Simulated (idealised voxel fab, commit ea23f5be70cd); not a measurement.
Presented below is a process module, voxel released beams.
Section cut is 275 nm wide and gridded with 5 nm square cells.
The cross-sections in this document take the form of a grid made of square cells. They are written out as bands, in order from top to bottom. Each band consists of one or more rows of cells. Quick guide to a band line: top height, bottom height (nm) up front; then every material left to right with its width in nm. Only one material and it's marked "full width"? Then it fills the band edge to edge. And "empty" just means empty space. Heights are measured from 0, the level below which the as-received wafer is all one material; the lowest band has no bottom and continues downward, written as in "0 -> down". Top row gets the first number, bottom row gets the second, and each row in between changes by the same step: that is how a band width like "30->40" works. A step reported as "all unchanged" is a step in which no cell of the cross-section changed. Empty spaces counting at least 8 cells and having no open way to the top are listed in "Closed voids list". The notation width x height at distance is used for each, the distance being from the left edge and all three values in nm. Note: text after step settings on the step line = simulator remark on that step. Regarding "overlay nm": on a step with a mask, it is the distance the mask lay to the right of its planned place; a negative value places it to the left.
Set out below are the planned steps of the process
- 1: RECEIVE (material Si)
- 2: CONFORMAL_DEP (material SiN; thk nm 5)
- 3: DIRECTIONAL_DEP (material SiO2; thk nm 15)
- 4: DIRECTIONAL_DEP (material aC; thk nm 15)
- 5: PATTERN (tone open; mask id ANCHOR; material resist; width nm 35; thk nm 35; overlay nm 0)
- 6: DIRECTIONAL_ETCH (etch materials aC; depth nm 15)
- 7: STRIP (etch materials resist)
- 8: DIRECTIONAL_ETCH (etch materials SiO2; depth nm 15)
- 9: STRIP (etch materials aC)
- 10: CONFORMAL_DEP (material W; thk nm 15)
- 11: MASKED_ETCH (tone cover; mask id BEAM; width nm 80; etch materials W; depth nm 15; overlay nm 0)
- 12: STRIP (etch materials SiO2)
The width nm used in step 11 is not the same on every wafer, whereas the starting condition is; the value printed in the plan is the first wafer's.
The first of several wafers as received, shown in cross-section; this is its state after step 1
> 0 -> down: Si full width
> Closed voids list: none
The rows of the table below are wafers. Looking at the end of the module, a row counts, for every material, the cells the wafer has gained, shown as (+), or lost, shown as (-), since it was received; its closed voids come next
width nm 80, +55 SiN, +66 W, Closed voids list: none
width nm 85, +55 SiN, +69 W, Closed voids list: none
width nm 90, +55 SiN, +72 W, Closed voids list: none
width nm 95, +55 SiN, +75 W, Closed voids list: none
width nm 100, +55 SiN, +78 W, Closed voids list: none
width nm 105, +55 SiN, +81 W, Closed voids list: none
